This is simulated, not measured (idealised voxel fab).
Herein follows the process module entitled voxel self aligned contacts.
Each square cell in cross-section cut measures 5 nm, and the section as a whole is 220 nm wide.
This document writes a cross-section as a grid whose cells are square, and gives it as bands, listed from the top down; one or more rows of cells form a band.
The band entry comprises the height of the band's top followed by the height of its bottom, expressed in nm, and subsequently the band's materials from left to right, each stated together with its width in nm. Where a single material is marked with the word "all across", that material fills the band from edge to edge. The word "blank" represents empty space.
Ref level 0: as-received wafer is one material below here. Bottom band extends down with no lower bound ("0..down").
Width "30->40": first value at the band's top row of cells, second value at its bottom row, equal change from row to row.
Step marked "no modification"? Then no cell in the cross-section changed in it.
Empty spaces without an open route to the top, at least 8 cells in extent, make up the entry "Closed cavity list"; each is given as width x height at distance, where the distance is measured from the left edge, and all are in nm.
Read whatever lies past the settings on a step's line as the simulator's own remark about the step.
overlay nm, on a step with a mask: how far to the right of its planned place the mask lay; to the left if negative
Read each pair as before and after one process step. The after cross-section shows only down to the lowest band that changed. The step between them and its settings are given below the pair. Pairs can come from different runs of this module on the same starting wafer. A pair continues from the pair above only where its "Before-step section" entry says so.

## Before-step section
55..50 = 60 SiO2, then 40 blank, then 20 SiO2, then 40 blank, then 60 SiO2
50..35 = 30 SiO2, then 40 SiN, then 20 blank, then 40 SiN, then 20 blank, then 40 SiN, then 30 SiO2
35..30 = SiN all across
30..0 = polySi all across
0..-5 = SiO2 all across
-5..down = Si all across
Closed cavity list: none

## after
60..55 = 65 TiN, then 30 blank, then 30 TiN, then 30 blank, then 65 TiN
55..50 = 60 SiO2, then 15 TiN, then 10 blank, then 15 TiN, then 20 SiO2, then 15 TiN, then 10 blank, then 15 TiN, then 60 SiO2
50..40 = 30 SiO2, then 40 SiN, then 5 TiN, then 10 blank, then 5 TiN, then 40 SiN, then 5 TiN, then 10 blank, then 5 TiN, then 40 SiN, then 30 SiO2
40..35 = 30 SiO2, then 40 SiN, then 20 TiN, then 40 SiN, then 20 TiN, then 40 SiN, then 30 SiO2
Lower than 35, everything is as it was.
Closed cavity list: none
Quick note on the step between the two cross-sections above: CONFORMAL_DEP | material TiN | thk nm 5

Before-step section: the wafer arrives at this step looking as the after cross-section in the pair just above shows it.

## after
65..60 = W all across
60..55 = 65 TiN, then 30 W, then 30 TiN, then 30 W, then 65 TiN
55..50 = 60 SiO2, then 15 TiN, then 10 W, then 15 TiN, then 20 SiO2, then 15 TiN, then 10 W, then 15 TiN, then 60 SiO2
50..40 = 30 SiO2, then 40 SiN, then 5 TiN, then 10 W, then 5 TiN, then 40 SiN, then 5 TiN, then 10 W, then 5 TiN, then 40 SiN, then 30 SiO2
Lower than 40, everything is as it was.
Closed cavity list: none
Quick note on the step between the two cross-sections above: FILL_DEP | material W | thk nm 5

Before-step section: the wafer arrives at this step looking as the after cross-section in the pair just above shows it.

## after
55..50 = 60 SiO2, then 15 TiN, then 10 W, then 15 TiN, then 20 SiO2, then 15 TiN, then 10 W, then 15 TiN, then 60 SiO2
Lower than 50, everything is as it was.
Closed cavity list: none
Quick note on the step between the two cross-sections above: CMP | height nm 55

Before-step section: the wafer arrives at this step looking as the after cross-section in the pair just above shows it.

## after
60..55 = SiN all across
Lower than 55, everything is as it was.
Closed cavity list: none
Quick note on the step between the two cross-sections above: CONFORMAL_DEP | material SiN | thk nm 5

## Before-step section
45..30 = SiN all across
30..0 = polySi all across
0..-5 = SiO2 all across
-5..down = Si all across
Closed cavity list: none

## after
45..30 = 35 blank, then 35 SiN, then 25 blank, then 35 SiN, then 25 blank, then 35 SiN, then 30 blank
Lower than 30, everything is as it was.
Closed cavity list: none
Quick note on the step between the two cross-sections above: MASKED_ETCH | tone cover | mask id GATE | width nm 35 | pitch nm 60 | etch materials SiN | depth nm 15 | overlay nm 0

Before-step section: the wafer arrives at this step looking as the after cross-section in the pair just above shows it.

## after
45..30 = 35 blank, then 35 SiN, then 25 blank, then 35 SiN, then 25 blank, then 35 SiN, then 30 blank
30..0 = 35 blank, then 35 polySi, then 25 blank, then 35 polySi, then 25 blank, then 35 polySi, then 30 blank
Lower than 0, everything is as it was.
Closed cavity list: none
Quick note on the step between the two cross-sections above: MASKED_ETCH | tone cover | mask id GATE | width nm 30 | pitch nm 60 | etch materials polySi | depth nm 30 | overlay nm 0

Before-step section: the wafer arrives at this step looking as the after cross-section in the pair just above shows it.

## after
50..30 = 30 blank, then 45 SiN, then 15 blank, then 45 SiN, then 15 blank, then 45 SiN, then 25 blank
30..5 = 30 blank, then 5 SiN, then 35 polySi, then 5 SiN, then 15 blank, then 5 SiN, then 35 polySi, then 5 SiN, then 15 blank, then 5 SiN, then 35 polySi, then 5 SiN, then 25 blank
5..0 = 35 SiN, then 35 polySi, then 25 SiN, then 35 polySi, then 25 SiN, then 35 polySi, then 30 SiN
Lower than 0, everything is as it was.
Closed cavity list: none
Quick note on the step between the two cross-sections above: CONFORMAL_DEP | material SiN | thk nm 5

Before-step section: the wafer arrives at this step looking as the after cross-section in the pair just above shows it.

## after
45..30 = 30 blank, then 45 SiN, then 15 blank, then 45 SiN, then 15 blank, then 45 SiN, then 25 blank
30..0 = 30 blank, then 5 SiN, then 35 polySi, then 5 SiN, then 15 blank, then 5 SiN, then 35 polySi, then 5 SiN, then 15 blank, then 5 SiN, then 35 polySi, then 5 SiN, then 25 blank
Lower than 0, everything is as it was.
Closed cavity list: none
Quick note on the step between the two cross-sections above: DIRECTIONAL_ETCH | etch materials SiN | depth nm 5

Before-step section: the wafer arrives at this step looking as the after cross-section in the pair just above shows it.

## after
60..45 = SiO2 all across
45..30 = 30 SiO2, then 45 SiN, then 15 SiO2, then 45 SiN, then 15 SiO2, then 45 SiN, then 25 SiO2
30..0 = 30 SiO2, then 5 SiN, then 35 polySi, then 5 SiN, then 15 SiO2, then 5 SiN, then 35 polySi, then 5 SiN, then 15 SiO2, then 5 SiN, then 35 polySi, then 5 SiN, then 25 SiO2
Lower than 0, everything is as it was.
Closed cavity list: none
Quick note on the step between the two cross-sections above: FILL_DEP | material SiO2 | thk nm 15

Before-step section: the wafer arrives at this step looking as the after cross-section in the pair just above shows it.

## after
55..45 = SiO2 all across
Lower than 45, everything is as it was.
Closed cavity list: none
Quick note on the step between the two cross-sections above: CMP | height nm 55

Before-step section: the wafer arrives at this step looking as the after cross-section in the pair just above shows it.

## after
75..55 = 60 resist, then 40 blank, then 20 resist, then 40 blank, then 60 resist
Lower than 55, everything is as it was.
Closed cavity list: none
Quick note on the step between the two cross-sections above: PATTERN | tone open | mask id CONTACT | material resist | width nm 40 | pitch nm 60 | thk nm 20 | overlay nm 0

Before-step section: the wafer arrives at this step looking as the after cross-section in the pair just above shows it.

## after
75..55 = 60 resist, then 40 blank, then 20 resist, then 40 blank, then 60 resist
55..45 = 60 SiO2, then 40 blank, then 20 SiO2, then 40 blank, then 60 SiO2
45..30 = 30 SiO2, then 45 SiN, then 15 blank, then 45 SiN, then 15 blank, then 45 SiN, then 25 SiO2
30..0 = 30 SiO2, then 5 SiN, then 35 polySi, then 5 SiN, then 15 blank, then 5 SiN, then 35 polySi, then 5 SiN, then 15 blank, then 5 SiN, then 35 polySi, then 5 SiN, then 25 SiO2
0..-5 = 75 SiO2, then 15 blank, then 45 SiO2, then 15 blank, then 70 SiO2
Lower than -5, everything is as it was.
Closed cavity list: none
Quick note on the step between the two cross-sections above: DIRECTIONAL_ETCH | etch materials SiO2 | depth nm 60

Before-step section: the wafer arrives at this step looking as the after cross-section in the pair just above shows it.

## after
55..45 = 60 SiO2, then 40 blank, then 20 SiO2, then 40 blank, then 60 SiO2
Lower than 45, everything is as it was.
Closed cavity list: none
Quick note on the step between the two cross-sections above: STRIP | etch materials resist

Before-step section: the wafer arrives at this step looking as the after cross-section in the pair just above shows it.

## after
60..55 = 65 TiN, then 30 blank, then 30 TiN, then 30 blank, then 65 TiN
55..45 = 60 SiO2, then 5->20 TiN, then 30->5 blank, then 5->15 TiN, then 20 SiO2, then 5->20 TiN, then 30->5 blank, then 5->15 TiN, then 60 SiO2
45..30 = 30 SiO2, then 45 SiN, then 5 TiN, then 5 blank, then 5 TiN, then 45 SiN, then 5 TiN, then 5 blank, then 5 TiN, then 45 SiN, then 25 SiO2
30..0 = 30 SiO2, then 5 SiN, then 35 polySi, then 5 SiN, then 5 TiN, then 5 blank, then 5 TiN, then 5 SiN, then 35 polySi, then 5 SiN, then 5 TiN, then 5 blank, then 5 TiN, then 5 SiN, then 35 polySi, then 5 SiN, then 25 SiO2
0..-5 = 75 SiO2, then 15 TiN, then 45 SiO2, then 15 TiN, then 70 SiO2
Lower than -5, everything is as it was.
Closed cavity list: none
Quick note on the step between the two cross-sections above: CONFORMAL_DEP | material TiN | thk nm 5

Before-step section: the wafer arrives at this step looking as the after cross-section in the pair just above shows it.

## after
65..60 = W all across
60..55 = 65 TiN, then 30 W, then 30 TiN, then 30 W, then 65 TiN
55..45 = 60 SiO2, then 5->20 TiN, then 30->5 W, then 5->15 TiN, then 20 SiO2, then 5->20 TiN, then 30->5 W, then 5->15 TiN, then 60 SiO2
45..30 = 30 SiO2, then 45 SiN, then 5 TiN, then 5 W, then 5 TiN, then 45 SiN, then 5 TiN, then 5 W, then 5 TiN, then 45 SiN, then 25 SiO2
30..0 = 30 SiO2, then 5 SiN, then 35 polySi, then 5 SiN, then 5 TiN, then 5 W, then 5 TiN, then 5 SiN, then 35 polySi, then 5 SiN, then 5 TiN, then 5 W, then 5 TiN, then 5 SiN, then 35 polySi, then 5 SiN, then 25 SiO2
Lower than 0, everything is as it was.
Closed cavity list: none
Quick note on the step between the two cross-sections above: FILL_DEP | material W | thk nm 5

Before-step section: the wafer arrives at this step looking as the after cross-section in the pair just above shows it.

## after
55..45 = 60 SiO2, then 5->20 TiN, then 30->5 W, then 5->15 TiN, then 20 SiO2, then 5->20 TiN, then 30->5 W, then 5->15 TiN, then 60 SiO2
Lower than 45, everything is as it was.
Closed cavity list: none
Quick note on the step between the two cross-sections above: CMP | height nm 55

Before-step section: the wafer arrives at this step looking as the after cross-section in the pair just above shows it.

## after
60..55 = SiN all across
Lower than 55, everything is as it was.
Closed cavity list: none
Quick note on the step between the two cross-sections above: CONFORMAL_DEP | material SiN | thk nm 5

## Before-step section
45..30 = 35 blank, then 30 SiN, then 30 blank, then 30 SiN, then 30 blank, then 30 SiN, then 35 blank
30..0 = polySi all across
0..-5 = SiO2 all across
-5..down = Si all across
Closed cavity list: none

## after
45..30 = 35 blank, then 30 SiN, then 30 blank, then 30 SiN, then 30 blank, then 30 SiN, then 35 blank
30..0 = 25 blank, then 40 polySi, then 20 blank, then 40 polySi, then 20 blank, then 40 polySi, then 35 blank
Lower than 0, everything is as it was.
Closed cavity list: none
Quick note on the step between the two cross-sections above: MASKED_ETCH | tone cover | mask id GATE | width nm 30 | pitch nm 60 | etch materials polySi | depth nm 30 | overlay nm -10

Before-step section: the wafer arrives at this step looking as the after cross-section in the pair just above shows it.

## after
50..35 = 30 blank, then 40 SiN, then 20 blank, then 40 SiN, then 20 blank, then 40 SiN, then 30 blank
35..30 = 20 blank, then 50 SiN, then 10 blank, then 50 SiN, then 10 blank, then 50 SiN, then 30 blank
30..5 = 20 blank, then 5 SiN, then 40 polySi, then 5 SiN, then 10 blank, then 5 SiN, then 40 polySi, then 5 SiN, then 10 blank, then 5 SiN, then 40 polySi, then 5 SiN, then 30 blank
5..0 = 25 SiN, then 40 polySi, then 20 SiN, then 40 polySi, then 20 SiN, then 40 polySi, then 35 SiN
Lower than 0, everything is as it was.
Closed cavity list: none
Quick note on the step between the two cross-sections above: CONFORMAL_DEP | material SiN | thk nm 5

Before-step section: the wafer arrives at this step looking as the after cross-section in the pair just above shows it.

## after
45..30 = 30 blank, then 40 SiN, then 20 blank, then 40 SiN, then 20 blank, then 40 SiN, then 30 blank
30..0 = 20 blank, then 5 SiN, then 40 polySi, then 5 SiN, then 10 blank, then 5 SiN, then 40 polySi, then 5 SiN, then 10 blank, then 5 SiN, then 40 polySi, then 5 SiN, then 30 blank
Lower than 0, everything is as it was.
Closed cavity list: none
Quick note on the step between the two cross-sections above: DIRECTIONAL_ETCH | etch materials SiN | depth nm 5

Before-step section: the wafer arrives at this step looking as the after cross-section in the pair just above shows it.

## after
60..45 = SiO2 all across
45..30 = 30 SiO2, then 40 SiN, then 20 SiO2, then 40 SiN, then 20 SiO2, then 40 SiN, then 30 SiO2
30..0 = 20 SiO2, then 5 SiN, then 40 polySi, then 5 SiN, then 10 SiO2, then 5 SiN, then 40 polySi, then 5 SiN, then 10 SiO2, then 5 SiN, then 40 polySi, then 5 SiN, then 30 SiO2
Lower than 0, everything is as it was.
Closed cavity list: none
Quick note on the step between the two cross-sections above: FILL_DEP | material SiO2 | thk nm 15

Before-step section: the wafer arrives at this step looking as the after cross-section in the pair just above shows it.

## after
55..45 = SiO2 all across
Lower than 45, everything is as it was.
Closed cavity list: none
Quick note on the step between the two cross-sections above: CMP | height nm 55

Before-step section: the wafer arrives at this step looking as the after cross-section in the pair just above shows it.

## after
75..55 = 60 resist, then 40 blank, then 20 resist, then 40 blank, then 60 resist
Lower than 55, everything is as it was.
Closed cavity list: none
Quick note on the step between the two cross-sections above: PATTERN | tone open | mask id CONTACT | material resist | width nm 40 | pitch nm 60 | thk nm 20 | overlay nm 0

Before-step section: the wafer arrives at this step looking as the after cross-section in the pair just above shows it.

## after
75..55 = 60 resist, then 40 blank, then 20 resist, then 40 blank, then 60 resist
55..45 = 60 SiO2, then 40 blank, then 20 SiO2, then 40 blank, then 60 SiO2
45..30 = 30 SiO2, then 40 SiN, then 20 blank, then 40 SiN, then 20 blank, then 40 SiN, then 30 SiO2
30..0 = 20 SiO2, then 5 SiN, then 40 polySi, then 5 SiN, then 10 blank, then 5 SiN, then 40 polySi, then 5 SiN, then 10 blank, then 5 SiN, then 40 polySi, then 5 SiN, then 30 SiO2
0..-5 = 70 SiO2, then 10 blank, then 50 SiO2, then 10 blank, then 80 SiO2
Lower than -5, everything is as it was.
Closed cavity list: none
Quick note on the step between the two cross-sections above: DIRECTIONAL_ETCH | etch materials SiO2 | depth nm 60

Before-step section: the wafer arrives at this step looking as the after cross-section in the pair just above shows it.

## after
55..45 = 60 SiO2, then 40 blank, then 20 SiO2, then 40 blank, then 60 SiO2
Lower than 45, everything is as it was.
Closed cavity list: none
Quick note on the step between the two cross-sections above: STRIP | etch materials resist

Before-step section: the wafer arrives at this step looking as the after cross-section in the pair just above shows it.

## after
60..55 = 65 TiN, then 30 blank, then 30 TiN, then 30 blank, then 65 TiN
55..45 = 60 SiO2, then 5->15 TiN, then 30->10 blank, then 5->15 TiN, then 20 SiO2, then 5->15 TiN, then 30->10 blank, then 5->15 TiN, then 60 SiO2
45..35 = 30 SiO2, then 40 SiN, then 5 TiN, then 10 blank, then 5 TiN, then 40 SiN, then 5 TiN, then 10 blank, then 5 TiN, then 40 SiN, then 30 SiO2
35..30 = 30 SiO2, then 40 SiN, then 20 TiN, then 40 SiN, then 20 TiN, then 40 SiN, then 30 SiO2
30..0 = 20 SiO2, then 5 SiN, then 40 polySi, then 5 SiN, then 10 TiN, then 5 SiN, then 40 polySi, then 5 SiN, then 10 TiN, then 5 SiN, then 40 polySi, then 5 SiN, then 30 SiO2
0..-5 = 70 SiO2, then 10 TiN, then 50 SiO2, then 10 TiN, then 80 SiO2
Lower than -5, everything is as it was.
Closed cavity list: none
Quick note on the step between the two cross-sections above: CONFORMAL_DEP | material TiN | thk nm 5

Before-step section: the wafer arrives at this step looking as the after cross-section in the pair just above shows it.

## after
65..60 = W all across
60..55 = 65 TiN, then 30 W, then 30 TiN, then 30 W, then 65 TiN
55..45 = 60 SiO2, then 5->15 TiN, then 30->10 W, then 5->15 TiN, then 20 SiO2, then 5->15 TiN, then 30->10 W, then 5->15 TiN, then 60 SiO2
45..35 = 30 SiO2, then 40 SiN, then 5 TiN, then 10 W, then 5 TiN, then 40 SiN, then 5 TiN, then 10 W, then 5 TiN, then 40 SiN, then 30 SiO2
Lower than 35, everything is as it was.
Closed cavity list: none
Quick note on the step between the two cross-sections above: FILL_DEP | material W | thk nm 5

Before-step section: the wafer arrives at this step looking as the after cross-section in the pair just above shows it.

## after
55..45 = 60 SiO2, then 5->15 TiN, then 30->10 W, then 5->15 TiN, then 20 SiO2, then 5->15 TiN, then 30->10 W, then 5->15 TiN, then 60 SiO2
Lower than 45, everything is as it was.
Closed cavity list: none
Quick note on the step between the two cross-sections above: CMP | height nm 55

Before-step section: the wafer arrives at this step looking as the after cross-section in the pair just above shows it.

## after
60..55 = SiN all across
Lower than 55, everything is as it was.
Closed cavity list: none
Quick note on the step between the two cross-sections above: CONFORMAL_DEP | material SiN | thk nm 5

## Before-step section
30..0 = polySi all across
0..-5 = SiO2 all across
-5..down = Si all across
Closed cavity list: none

## after
45..0 = polySi all across
Lower than 0, everything is as it was.
Closed cavity list: none
Quick note on the step between the two cross-sections above: DIRECTIONAL_DEP | material polySi | thk nm 15

Before-step section: the wafer arrives at this step looking as the after cross-section in the pair just above shows it.

## after
45..15 = 35 blank, then 30 polySi, then 30 blank, then 30 polySi, then 30 blank, then 30 polySi, then 35 blank
Lower than 15, everything is as it was.
Closed cavity list: none
Quick note on the step between the two cross-sections above: MASKED_ETCH | tone cover | mask id GATE | width nm 30 | pitch nm 60 | etch materials polySi | depth nm 30 | overlay nm 0

Before-step section: the wafer arrives at this step looking as the after cross-section in the pair just above shows it.

## after
50..45 = 30 blank, then 40 SiN, then 20 blank, then 40 SiN, then 20 blank, then 40 SiN, then 30 blank
45..20 = 30 blank, then 5 SiN, then 30 polySi, then 5 SiN, then 20 blank, then 5 SiN, then 30 polySi, then 5 SiN, then 20 blank, then 5 SiN, then 30 polySi, then 5 SiN, then 30 blank
20..15 = 35 SiN, then 30 polySi, then 30 SiN, then 30 polySi, then 30 SiN, then 30 polySi, then 35 SiN
Lower than 15, everything is as it was.
Closed cavity list: none
Quick note on the step between the two cross-sections above: CONFORMAL_DEP | material SiN | thk nm 5

Before-step section: the wafer arrives at this step looking as the after cross-section in the pair just above shows it.

## after
45..15 = 30 blank, then 5 SiN, then 30 polySi, then 5 SiN, then 20 blank, then 5 SiN, then 30 polySi, then 5 SiN, then 20 blank, then 5 SiN, then 30 polySi, then 5 SiN, then 30 blank
Lower than 15, everything is as it was.
Closed cavity list: none
Quick note on the step between the two cross-sections above: DIRECTIONAL_ETCH | etch materials SiN | depth nm 5

Before-step section: the wafer arrives at this step looking as the after cross-section in the pair just above shows it.

## after
60..45 = SiO2 all across
45..15 = 30 SiO2, then 5 SiN, then 30 polySi, then 5 SiN, then 20 SiO2, then 5 SiN, then 30 polySi, then 5 SiN, then 20 SiO2, then 5 SiN, then 30 polySi, then 5 SiN, then 30 SiO2
Lower than 15, everything is as it was.
Closed cavity list: none
Quick note on the step between the two cross-sections above: FILL_DEP | material SiO2 | thk nm 15

Before-step section: the wafer arrives at this step looking as the after cross-section in the pair just above shows it.

## after
55..45 = SiO2 all across
Lower than 45, everything is as it was.
Closed cavity list: none
Quick note on the step between the two cross-sections above: CMP | height nm 55

Before-step section: the wafer arrives at this step looking as the after cross-section in the pair just above shows it.

## after
75..55 = 60 resist, then 40 blank, then 20 resist, then 40 blank, then 60 resist
Lower than 55, everything is as it was.
Closed cavity list: none
Quick note on the step between the two cross-sections above: PATTERN | tone open | mask id CONTACT | material resist | width nm 40 | pitch nm 60 | thk nm 20 | overlay nm 0

Before-step section: the wafer arrives at this step looking as the after cross-section in the pair just above shows it.

## after
75..55 = 60 resist, then 40 blank, then 20 resist, then 40 blank, then 60 resist
55..45 = 60 SiO2, then 40 blank, then 20 SiO2, then 40 blank, then 60 SiO2
45..15 = 30 SiO2, then 5 SiN, then 30 polySi, then 5 SiN, then 20 blank, then 5 SiN, then 30 polySi, then 5 SiN, then 20 blank, then 5 SiN, then 30 polySi, then 5 SiN, then 30 SiO2
Lower than 15, everything is as it was.
Closed cavity list: none
Quick note on the step between the two cross-sections above: DIRECTIONAL_ETCH | etch materials SiO2 | depth nm 60

Before-step section: the wafer arrives at this step looking as the after cross-section in the pair just above shows it.

## after
55..45 = 60 SiO2, then 40 blank, then 20 SiO2, then 40 blank, then 60 SiO2
Lower than 45, everything is as it was.
Closed cavity list: none
Quick note on the step between the two cross-sections above: STRIP | etch materials resist

Before-step section: the wafer arrives at this step looking as the after cross-section in the pair just above shows it.

## after
60..55 = 65 TiN, then 30 blank, then 30 TiN, then 30 blank, then 65 TiN
55..45 = 60 SiO2, then 5->15 TiN, then 30->10 blank, then 5->15 TiN, then 20 SiO2, then 5->15 TiN, then 30->10 blank, then 5->15 TiN, then 60 SiO2
45..20 = 30 SiO2, then 5 SiN, then 30 polySi, then 5 SiN, then 5 TiN, then 10 blank, then 5 TiN, then 5 SiN, then 30 polySi, then 5 SiN, then 5 TiN, then 10 blank, then 5 TiN, then 5 SiN, then 30 polySi, then 5 SiN, then 30 SiO2
20..15 = 30 SiO2, then 5 SiN, then 30 polySi, then 5 SiN, then 20 TiN, then 5 SiN, then 30 polySi, then 5 SiN, then 20 TiN, then 5 SiN, then 30 polySi, then 5 SiN, then 30 SiO2
Lower than 15, everything is as it was.
Closed cavity list: none
Quick note on the step between the two cross-sections above: CONFORMAL_DEP | material TiN | thk nm 5

Before-step section: the wafer arrives at this step looking as the after cross-section in the pair just above shows it.

## after
65..60 = W all across
60..55 = 65 TiN, then 30 W, then 30 TiN, then 30 W, then 65 TiN
55..45 = 60 SiO2, then 5->15 TiN, then 30->10 W, then 5->15 TiN, then 20 SiO2, then 5->15 TiN, then 30->10 W, then 5->15 TiN, then 60 SiO2
45..20 = 30 SiO2, then 5 SiN, then 30 polySi, then 5 SiN, then 5 TiN, then 10 W, then 5 TiN, then 5 SiN, then 30 polySi, then 5 SiN, then 5 TiN, then 10 W, then 5 TiN, then 5 SiN, then 30 polySi, then 5 SiN, then 30 SiO2
Lower than 20, everything is as it was.
Closed cavity list: none
Quick note on the step between the two cross-sections above: FILL_DEP | material W | thk nm 5

Before-step section: the wafer arrives at this step looking as the after cross-section in the pair just above shows it.

## after
55..45 = 60 SiO2, then 5->15 TiN, then 30->10 W, then 5->15 TiN, then 20 SiO2, then 5->15 TiN, then 30->10 W, then 5->15 TiN, then 60 SiO2
Lower than 45, everything is as it was.
Closed cavity list: none
Quick note on the step between the two cross-sections above: CMP | height nm 55

Before-step section: the wafer arrives at this step looking as the after cross-section in the pair just above shows it.

## after
60..55 = SiN all across
Lower than 55, everything is as it was.
Closed cavity list: none
Quick note on the step between the two cross-sections above: CONFORMAL_DEP | material SiN | thk nm 5

## Before-step section
45..30 = SiN all across
30..0 = polySi all across
0..-5 = SiO2 all across
-5..down = Si all across
Closed cavity list: none

## after
45..30 = 35 SiN, then 30 blank, then 30 SiN, then 30 blank, then 30 SiN, then 30 blank, then 35 SiN
Lower than 30, everything is as it was.
Closed cavity list: none
Quick note on the step between the two cross-sections above: MASKED_ETCH | tone open | mask id GATE | width nm 30 | pitch nm 60 | etch materials SiN | depth nm 15 | overlay nm 0

Before-step section: the wafer arrives at this step looking as the after cross-section in the pair just above shows it.

## after
50..35 = 40 SiN, then 20 blank, then 40 SiN, then 20 blank, then 40 SiN, then 20 blank, then 40 SiN
35..30 = SiN all across
Lower than 30, everything is as it was.
Closed cavity list: none
Quick note on the step between the two cross-sections above: CONFORMAL_DEP | material SiN | thk nm 5

Before-step section: the wafer arrives at this step looking as the after cross-section in the pair just above shows it.

## after
45..30 = 40 SiN, then 20 blank, then 40 SiN, then 20 blank, then 40 SiN, then 20 blank, then 40 SiN
Lower than 30, everything is as it was.
Closed cavity list: none
Quick note on the step between the two cross-sections above: DIRECTIONAL_ETCH | etch materials SiN | depth nm 5

Before-step section: the wafer arrives at this step looking as the after cross-section in the pair just above shows it.

## after
60..45 = SiO2 all across
45..30 = 40 SiN, then 20 SiO2, then 40 SiN, then 20 SiO2, then 40 SiN, then 20 SiO2, then 40 SiN
Lower than 30, everything is as it was.
Closed cavity list: none
Quick note on the step between the two cross-sections above: FILL_DEP | material SiO2 | thk nm 15

Before-step section: the wafer arrives at this step looking as the after cross-section in the pair just above shows it.

## after
55..45 = SiO2 all across
Lower than 45, everything is as it was.
Closed cavity list: none
Quick note on the step between the two cross-sections above: CMP | height nm 55

Before-step section: the wafer arrives at this step looking as the after cross-section in the pair just above shows it.

## after
75..55 = 60 resist, then 40 blank, then 20 resist, then 40 blank, then 60 resist
Lower than 55, everything is as it was.
Closed cavity list: none
Quick note on the step between the two cross-sections above: PATTERN | tone open | mask id CONTACT | material resist | width nm 40 | pitch nm 60 | thk nm 20 | overlay nm 0

Before-step section: the wafer arrives at this step looking as the after cross-section in the pair just above shows it.

## after
75..55 = 60 resist, then 40 blank, then 20 resist, then 40 blank, then 60 resist
55..45 = 60 SiO2, then 40 blank, then 20 SiO2, then 40 blank, then 60 SiO2
Lower than 45, everything is as it was.
Closed cavity list: none
Quick note on the step between the two cross-sections above: DIRECTIONAL_ETCH | etch materials SiO2 | depth nm 60

Before-step section: the wafer arrives at this step looking as the after cross-section in the pair just above shows it.

## after
55..45 = 60 SiO2, then 40 blank, then 20 SiO2, then 40 blank, then 60 SiO2
Lower than 45, everything is as it was.
Closed cavity list: none
Quick note on the step between the two cross-sections above: STRIP | etch materials resist

Before-step section: the wafer arrives at this step looking as the after cross-section in the pair just above shows it.

## after
60..55 = 65 TiN, then 30 blank, then 30 TiN, then 30 blank, then 65 TiN
55..50 = 60 SiO2, then 5 TiN, then 30 blank, then 5 TiN, then 20 SiO2, then 5 TiN, then 30 blank, then 5 TiN, then 60 SiO2
50..45 = 60 SiO2, then 40 TiN, then 20 SiO2, then 40 TiN, then 60 SiO2
Lower than 45, everything is as it was.
Closed cavity list: none
Quick note on the step between the two cross-sections above: CONFORMAL_DEP | material TiN | thk nm 5

Before-step section: the wafer arrives at this step looking as the after cross-section in the pair just above shows it.

## after
65..60 = W all across
60..55 = 65 TiN, then 30 W, then 30 TiN, then 30 W, then 65 TiN
55..50 = 60 SiO2, then 5 TiN, then 30 W, then 5 TiN, then 20 SiO2, then 5 TiN, then 30 W, then 5 TiN, then 60 SiO2
Lower than 50, everything is as it was.
Closed cavity list: none
Quick note on the step between the two cross-sections above: FILL_DEP | material W | thk nm 5

Before-step section: the wafer arrives at this step looking as the after cross-section in the pair just above shows it.

## after
55..50 = 60 SiO2, then 5 TiN, then 30 W, then 5 TiN, then 20 SiO2, then 5 TiN, then 30 W, then 5 TiN, then 60 SiO2
Lower than 50, everything is as it was.
Closed cavity list: none
Quick note on the step between the two cross-sections above: CMP | height nm 55

Before-step section: the wafer arrives at this step looking as the after cross-section in the pair just above shows it.

## after
60..55 = SiN all across
Lower than 55, everything is as it was.
Closed cavity list: none
Quick note on the step between the two cross-sections above: CONFORMAL_DEP | material SiN | thk nm 5
